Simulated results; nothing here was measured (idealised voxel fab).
The following is a process module called voxel self aligned contacts.
FYI the section here is cut, 265 nm wide, cells are 5 nm squares.
Cross-section format: a grid of square cells, given as bands from top to bottom; each band is one or more rows of cells.
Band: top height; bottom height; in nm. Then, left to right: material with width in nm, for each material. "all across": a single material spanning edge to edge. "blank": empty space.
For the purposes of this specification, 0 denotes the height below which the wafer in its as-received condition is composed wholly of one material, and the lowermost band, lacking a lower limit, extends downward without end, as expressed in "0..down".
Read "30..40" as a graded width: first number on top, second number at the bottom, same change between each pair of neighbouring rows.
Reading "stayed the same" for a step: not a cell of the cross-section changed in it.
Closed empty spaces (no open way to the top) of 8 cells or more are what "closed voids" lists, each as width x height at distance from the left edge, nm for all three.
Heads up: the bit after the settings on a step's line is the simulator's remark on that step.
Among the settings permitted on a step's line is "overlay nm"; applied to a step with a mask, it specifies the extent to which the mask lay to the right of its planned position, whereas a negative figure signifies a position to the left.

-- Listed below are the process steps as planned
- 1: RECEIVE [material Si]
- 2: CONFORMAL_DEP [material SiO2] [thk nm 5]
- 3: DIRECTIONAL_DEP [material polySi] [thk nm 20]
- 4: DIRECTIONAL_DEP [material SiN] [thk nm 15]
- 5: PATTERN [tone cover] [mask id GATE] [material resist] [width nm 35] [pitch nm 70] [thk nm 15] [overlay nm 0]
- 6: DIRECTIONAL_ETCH [etch materials SiN] [depth nm 15]
- 7: DIRECTIONAL_ETCH [etch materials polySi] [depth nm 20]
- 8: STRIP [etch materials resist]
- 9: CONFORMAL_DEP [material SiN] [thk nm 5]
- 10: DIRECTIONAL_ETCH [etch materials SiN] [depth nm 5]
- 11: FILL_DEP [material SiO2] [thk nm 10]
- 12: CMP [height nm 45]
- 13: PATTERN [tone open] [mask id CONTACT] [material resist] [width nm 55] [thk nm 20] [overlay nm 0]
- 14: DIRECTIONAL_ETCH [etch materials SiO2] [depth nm 45]
- 15: STRIP [etch materials resist]
- 16: CONFORMAL_DEP [material TiN] [thk nm 5]
- 17: FILL_DEP [material W] [thk nm 5]
- 18: CMP [height nm 45]
- 19: CONFORMAL_DEP [material SiCN] [thk nm 5]

-- Concerning the first of two wafers, which was run in accordance with the plan

-- Cross-section of the wafer upon arrival, representing the state reached after step 1
> 0..down: Si all across
> closed voids: none

-- Wafer section view after processing step 2
> 5..0: SiO2 all across
> Rest of section, below 0: as before.

-- Wafer section view after processing step 3
> 25..5: polySi all across
> Rest of section, below 5: as before.

-- Wafer section view after processing step 4
> 40..25: SiN all across
> Rest of section, below 25: as before.

-- Wafer section view after processing step 5
> 55..40: blank=80; resist=35; blank=35; resist=35; blank=80
> Rest of section, below 40: as before.

-- Wafer section view after processing step 6
> 55..40: blank=80; resist=35; blank=35; resist=35; blank=80
> 40..25: blank=80; SiN=35; blank=35; SiN=35; blank=80
> Rest of section, below 25: as before.

-- Wafer section view after processing step 7
> 55..40: blank=80; resist=35; blank=35; resist=35; blank=80
> 40..25: blank=80; SiN=35; blank=35; SiN=35; blank=80
> 25..5: blank=80; polySi=35; blank=35; polySi=35; blank=80
> Rest of section, below 5: as before.

-- Wafer section view after processing step 8
> 40..25: blank=80; SiN=35; blank=35; SiN=35; blank=80
> Rest of section, below 25: as before.

-- Wafer section view after processing step 9
> 45..25: blank=75; SiN=45; blank=25; SiN=45; blank=75
> 25..10: blank=75; SiN=5; polySi=35; SiN=5; blank=25; SiN=5; polySi=35; SiN=5; blank=75
> 10..5: SiN=80; polySi=35; SiN=35; polySi=35; SiN=80
> Rest of section, below 5: as before.

-- Wafer section view after processing step 10
> 40..25: blank=75; SiN=45; blank=25; SiN=45; blank=75
> 25..5: blank=75; SiN=5; polySi=35; SiN=5; blank=25; SiN=5; polySi=35; SiN=5; blank=75
> Rest of section, below 5: as before.

-- Wafer section view after processing step 11
> 50..40: SiO2 all across
> 40..25: SiO2=75; SiN=45; SiO2=25; SiN=45; SiO2=75
> 25..5: SiO2=75; SiN=5; polySi=35; SiN=5; SiO2=25; SiN=5; polySi=35; SiN=5; SiO2=75
> Rest of section, below 5: as before.

-- Wafer section view after processing step 12
> 45..40: SiO2 all across
> Rest of section, below 40: as before.

-- Wafer section view after processing step 13
> 65..45: resist=105; blank=55; resist=105
> Rest of section, below 45: as before.

-- Wafer section view after processing step 14
> 65..45: resist=105; blank=55; resist=105
> 45..40: SiO2=105; blank=55; SiO2=105
> 40..25: SiO2=75; SiN=45; blank=25; SiN=45; SiO2=75
> 25..5: SiO2=75; SiN=5; polySi=35; SiN=5; blank=25; SiN=5; polySi=35; SiN=5; SiO2=75
> 5..0: SiO2=120; blank=25; SiO2=120
> Rest of section, below 0: as before.

-- Wafer section view after processing step 15
> 45..40: SiO2=105; blank=55; SiO2=105
> Rest of section, below 40: as before.

-- Wafer section view after processing step 16
> 50..45: TiN=110; blank=45; TiN=110
> 45..40: SiO2=105; TiN=20; blank=15; TiN=20; SiO2=105
> 40..25: SiO2=75; SiN=45; TiN=5; blank=15; TiN=5; SiN=45; SiO2=75
> 25..5: SiO2=75; SiN=5; polySi=35; SiN=5; TiN=5; blank=15; TiN=5; SiN=5; polySi=35; SiN=5; SiO2=75
> 5..0: SiO2=120; TiN=25; SiO2=120
> Rest of section, below 0: as before.

-- Wafer section view after processing step 17
> 55..50: W all across
> 50..45: TiN=110; W=45; TiN=110
> 45..40: SiO2=105; TiN=20; W=15; TiN=20; SiO2=105
> 40..25: SiO2=75; SiN=45; TiN=5; W=15; TiN=5; SiN=45; SiO2=75
> 25..5: SiO2=75; SiN=5; polySi=35; SiN=5; TiN=5; W=15; TiN=5; SiN=5; polySi=35; SiN=5; SiO2=75
> Rest of section, below 5: as before.

-- Wafer section view after processing step 18
> 45..40: SiO2=105; TiN=20; W=15; TiN=20; SiO2=105
> Rest of section, below 40: as before.

-- Wafer section view after processing step 19
> 50..45: SiCN all across
> Rest of section, below 45: as before.

-- Notes, second wafer: start = first wafer's, plan = first wafer's, execution had one mistake; history identical to first through step 2

-- The second wafer in cross-section, at the planned close of step 3
> 35..5: polySi all across
> Rest of section, below 5: as before.

-- The second wafer in cross-section, at the planned close of step 4
> 50..35: SiN all across
> Rest of section, below 35: as before.

-- The second wafer in cross-section, at the planned close of step 5
> 65..50: blank=80; resist=35; blank=35; resist=35; blank=80
> Rest of section, below 50: as before.

-- The second wafer in cross-section, at the planned close of step 6
> 65..50: blank=80; resist=35; blank=35; resist=35; blank=80
> 50..35: blank=80; SiN=35; blank=35; SiN=35; blank=80
> Rest of section, below 35: as before.

-- The second wafer in cross-section, at the planned close of step 7
> 65..50: blank=80; resist=35; blank=35; resist=35; blank=80
> 50..35: blank=80; SiN=35; blank=35; SiN=35; blank=80
> 35..15: blank=80; polySi=35; blank=35; polySi=35; blank=80
> Rest of section, below 15: as before.

-- The second wafer in cross-section, at the planned close of step 8
> 50..35: blank=80; SiN=35; blank=35; SiN=35; blank=80
> Rest of section, below 35: as before.

-- The second wafer in cross-section, at the planned close of step 9
> 55..35: blank=75; SiN=45; blank=25; SiN=45; blank=75
> 35..20: blank=75; SiN=5; polySi=35; SiN=5; blank=25; SiN=5; polySi=35; SiN=5; blank=75
> 20..15: SiN=80; polySi=35; SiN=35; polySi=35; SiN=80
> Rest of section, below 15: as before.

-- The second wafer in cross-section, at the planned close of step 10
> 50..35: blank=75; SiN=45; blank=25; SiN=45; blank=75
> 35..15: blank=75; SiN=5; polySi=35; SiN=5; blank=25; SiN=5; polySi=35; SiN=5; blank=75
> Rest of section, below 15: as before.

-- The second wafer in cross-section, at the planned close of step 11
> 60..50: SiO2 all across
> 50..35: SiO2=75; SiN=45; SiO2=25; SiN=45; SiO2=75
> 35..15: SiO2=75; SiN=5; polySi=35; SiN=5; SiO2=25; SiN=5; polySi=35; SiN=5; SiO2=75
> Rest of section, below 15: as before.

-- The second wafer in cross-section, at the planned close of step 12
> 45..35: SiO2=75; SiN=45; SiO2=25; SiN=45; SiO2=75
> Rest of section, below 35: as before.

-- The second wafer in cross-section, at the planned close of step 13
> 65..45: resist=105; blank=55; resist=105
> Rest of section, below 45: as before.

-- The second wafer in cross-section, at the planned close of step 14
> 65..45: resist=105; blank=55; resist=105
> 45..35: SiO2=75; SiN=45; blank=25; SiN=45; SiO2=75
> 35..15: SiO2=75; SiN=5; polySi=35; SiN=5; blank=25; SiN=5; polySi=35; SiN=5; SiO2=75
> Rest of section, below 15: as before.

-- The second wafer in cross-section, at the planned close of step 15
> 45..35: SiO2=75; SiN=45; blank=25; SiN=45; SiO2=75
> Rest of section, below 35: as before.

-- The second wafer in cross-section, at the planned close of step 16
> 50..45: TiN=125; blank=15; TiN=125
> 45..35: SiO2=75; SiN=45; TiN=5; blank=15; TiN=5; SiN=45; SiO2=75
> 35..20: SiO2=75; SiN=5; polySi=35; SiN=5; TiN=5; blank=15; TiN=5; SiN=5; polySi=35; SiN=5; SiO2=75
> 20..15: SiO2=75; SiN=5; polySi=35; SiN=5; TiN=25; SiN=5; polySi=35; SiN=5; SiO2=75
> Rest of section, below 15: as before.

-- The second wafer in cross-section, at the planned close of step 17
> 55..50: W all across
> 50..45: TiN=125; W=15; TiN=125
> 45..35: SiO2=75; SiN=45; TiN=5; W=15; TiN=5; SiN=45; SiO2=75
> 35..20: SiO2=75; SiN=5; polySi=35; SiN=5; TiN=5; W=15; TiN=5; SiN=5; polySi=35; SiN=5; SiO2=75
> Rest of section, below 20: as before.

-- The second wafer in cross-section, at the planned close of step 18
> 45..35: SiO2=75; SiN=45; TiN=5; W=15; TiN=5; SiN=45; SiO2=75
> Rest of section, below 35: as before.

-- The second wafer in cross-section, at the planned close of step 19
> 50..45: SiCN all across
> Rest of section, below 45: as before.
Which mistake was made when the wafer was run? step 3 ran with different settings than intended, the actual operation and settings being DIRECTIONAL_DEP [material polySi] [thk nm 30]
Materials where the second wafer ends with more or fewer cells than the first: SiN -18; SiO2 -67; TiN -12; W -9; polySi +106
